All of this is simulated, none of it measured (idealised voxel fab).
Proc. module: voxel ribs on slabs
It is cross-section cut that appears here, measuring 175 nm in width, its square cells being 5 nm in size.
Format of a cross-section: grid, square cells. Given as bands. Order: top down. Band: one or more rows of cells.
What a band's entry tells you: where the top is and where the bottom is, as heights in nm, and after that what lies inside, material by material from left to right, each with its width in nm. Empty space is written as the word "empty", and a single material marked with the word "edge to edge" occupies the band from edge to edge.
Heights are expressed relative to 0, this being the level below which the as-received wafer comprises one material exclusively. The lowest band is unbounded in the downward direction and is denoted as in "0 nm and below".
Per-row width for "30..40": begins at first number (top row of band), ends at second number (bottom row), increment between rows held constant.
"no modifications", as given for a step, is the statement that not any cell of the cross-section underwent a change during that step.
Entry "Closed void register". Content: empty spaces with no open connection to the top, size 8 cells or greater. Each: width x height at distance. Distance: from left edge. Unit: nm.
Where a step's line continues beyond its settings, the continuation is a remark by the simulator itself on that step.
"overlay nm" on a masked step: distance the mask lay right of its planned place, negative for left.
Steps planned for the process:
1) RECEIVE | material Si
2) DIRECTIONAL_DEP | material SiO2 | thk nm 20
3) DIRECTIONAL_DEP | material polySi | thk nm 15
4) DIRECTIONAL_DEP | material aC | thk nm 15
5) PATTERN | tone cover | mask id RIB | material resist | width nm 30 | thk nm 35 | overlay nm 0
6) DIRECTIONAL_ETCH | etch materials aC | depth nm 15
7) STRIP | etch materials resist
8) DIRECTIONAL_ETCH | etch materials polySi | depth nm 10
9) STRIP | etch materials aC
10) MASKED_ETCH | tone cover | mask id SLAB | width nm 70 | etch materials polySi | depth nm 5 | overlay nm 0
11) FILL_DEP | material SiO2 | thk nm 20
12) CMP | height nm 45
13) DIRECTIONAL_DEP | material W | thk nm 10
14) DIRECTIONAL_DEP | material aC | thk nm 15
15) PATTERN | tone cover | mask id HEATER | material resist | width nm 40 | thk nm 35 | overlay nm 0
16) DIRECTIONAL_ETCH | etch materials aC | depth nm 15
17) STRIP | etch materials resist
18) DIRECTIONAL_ETCH | etch materials W | depth nm 10
19) STRIP | etch materials aC
20) CONFORMAL_DEP | material SiO2 | thk nm 10
First of two wafers - as planned:
Wafer at receipt (post step 1), cross-section:
> 0 nm and below | Si edge to edge
> Closed void register: none
After step 2: wafer cross-section:
> 20 nm to 0 nm | SiO2 edge to edge
> Unchanged below 0.
After step 3: wafer cross-section:
> 35 nm to 20 nm | polySi edge to edge
> Unchanged below 20.
After step 4: wafer cross-section:
> 50 nm to 35 nm | aC edge to edge
> Unchanged below 35.
After step 5: wafer cross-section:
> 85 nm to 50 nm | empty (70) | resist (30) | empty (75)
> Unchanged below 50.
After step 6: wafer cross-section:
> 70 nm to 50 nm | empty (70) | resist (30) | empty (75)
> 50 nm to 35 nm | empty (70) | aC (30) | empty (75)
> Unchanged below 35.
After step 7: wafer cross-section:
> 50 nm to 35 nm | empty (70) | aC (30) | empty (75)
> Unchanged below 35.
After step 8: wafer cross-section:
> 50 nm to 35 nm | empty (70) | aC (30) | empty (75)
> 35 nm to 25 nm | empty (70) | polySi (30) | empty (75)
> Unchanged below 25.
After step 9: wafer cross-section:
> 35 nm to 25 nm | empty (70) | polySi (30) | empty (75)
> Unchanged below 25.
After step 10: wafer cross-section:
> 35 nm to 25 nm | empty (70) | polySi (30) | empty (75)
> 25 nm to 20 nm | empty (50) | polySi (70) | empty (55)
> Unchanged below 20.
After step 11: wafer cross-section:
> 55 nm to 35 nm | SiO2 edge to edge
> 35 nm to 25 nm | SiO2 (70) | polySi (30) | SiO2 (75)
> 25 nm to 20 nm | SiO2 (50) | polySi (70) | SiO2 (55)
> Unchanged below 20.
After step 12: wafer cross-section:
> 45 nm to 35 nm | SiO2 edge to edge
> Unchanged below 35.
After step 13: wafer cross-section:
> 55 nm to 45 nm | W edge to edge
> Unchanged below 45.
After step 14: wafer cross-section:
> 70 nm to 55 nm | aC edge to edge
> Unchanged below 55.
After step 15: wafer cross-section:
> 105 nm to 70 nm | empty (65) | resist (40) | empty (70)
> Unchanged below 70.
After step 16: wafer cross-section:
> 90 nm to 70 nm | empty (65) | resist (40) | empty (70)
> 70 nm to 55 nm | empty (65) | aC (40) | empty (70)
> Unchanged below 55.
After step 17: wafer cross-section:
> 70 nm to 55 nm | empty (65) | aC (40) | empty (70)
> Unchanged below 55.
After step 18: wafer cross-section:
> 70 nm to 55 nm | empty (65) | aC (40) | empty (70)
> 55 nm to 45 nm | empty (65) | W (40) | empty (70)
> Unchanged below 45.
After step 19: wafer cross-section:
> 55 nm to 45 nm | empty (65) | W (40) | empty (70)
> Unchanged below 45.
After step 20: wafer cross-section:
> 65 nm to 55 nm | empty (55) | SiO2 (60) | empty (60)
> 55 nm to 45 nm | SiO2 (65) | W (40) | SiO2 (70)
> Unchanged below 45.
Wafer two: like wafer one in start and plan, but with one mistake in execution; identical up to and including step 2:
Cross-section of the second wafer at the time step 3 of the plan should have ended:
> 35 nm to 20 nm | aC edge to edge
> Unchanged below 20.
Cross-section of the second wafer at the time step 4 of the plan should have ended:
> 50 nm to 35 nm | polySi edge to edge
> Unchanged below 35.
Cross-section of the second wafer at the time step 5 of the plan should have ended:
> 85 nm to 50 nm | empty (70) | resist (30) | empty (75)
> Unchanged below 50.
Cross-section of the second wafer at the time step 6 of the plan should have ended:
> 70 nm to 50 nm | empty (70) | resist (30) | empty (75)
> Unchanged below 50.
Cross-section of the second wafer at the time step 7 of the plan should have ended:
> 50 nm to 35 nm | polySi edge to edge
> Unchanged below 35.
Cross-section of the second wafer at the time step 8 of the plan should have ended:
> 40 nm to 35 nm | polySi edge to edge
> Unchanged below 35.
Cross-section of the second wafer at the time step 9 of the plan should have ended: no modifications
Cross-section of the second wafer at the time step 10 of the plan should have ended:
> 40 nm to 35 nm | empty (50) | polySi (70) | empty (55)
> Unchanged below 35.
Cross-section of the second wafer at the time step 11 of the plan should have ended:
> 60 nm to 40 nm | SiO2 edge to edge
> 40 nm to 35 nm | SiO2 (50) | polySi (70) | SiO2 (55)
> Unchanged below 35.
Cross-section of the second wafer at the time step 12 of the plan should have ended:
> 45 nm to 40 nm | SiO2 edge to edge
> Unchanged below 40.
Cross-section of the second wafer at the time step 13 of the plan should have ended:
> 55 nm to 45 nm | W edge to edge
> Unchanged below 45.
Cross-section of the second wafer at the time step 14 of the plan should have ended:
> 70 nm to 55 nm | aC edge to edge
> Unchanged below 55.
Cross-section of the second wafer at the time step 15 of the plan should have ended:
> 105 nm to 70 nm | empty (65) | resist (40) | empty (70)
> Unchanged below 70.
Cross-section of the second wafer at the time step 16 of the plan should have ended:
> 90 nm to 70 nm | empty (65) | resist (40) | empty (70)
> 70 nm to 55 nm | empty (65) | aC (40) | empty (70)
> Unchanged below 55.
Cross-section of the second wafer at the time step 17 of the plan should have ended:
> 70 nm to 55 nm | empty (65) | aC (40) | empty (70)
> Unchanged below 55.
Cross-section of the second wafer at the time step 18 of the plan should have ended:
> 70 nm to 55 nm | empty (65) | aC (40) | empty (70)
> 55 nm to 45 nm | empty (65) | W (40) | empty (70)
> Unchanged below 45.
Cross-section of the second wafer at the time step 19 of the plan should have ended:
> 55 nm to 45 nm | empty (65) | W (40) | empty (70)
> Unchanged below 45.
Cross-section of the second wafer at the time step 20 of the plan should have ended:
> 65 nm to 55 nm | empty (55) | SiO2 (60) | empty (60)
> 55 nm to 45 nm | SiO2 (65) | W (40) | SiO2 (70)
> Unchanged below 45.
Deviation from plan: the run placed steps 3 and 4 each in the position the plan gave to the other
Count the cells at the end and the second wafer has more or fewer of some materials than the first: SiO2 -93; aC +105; polySi -12
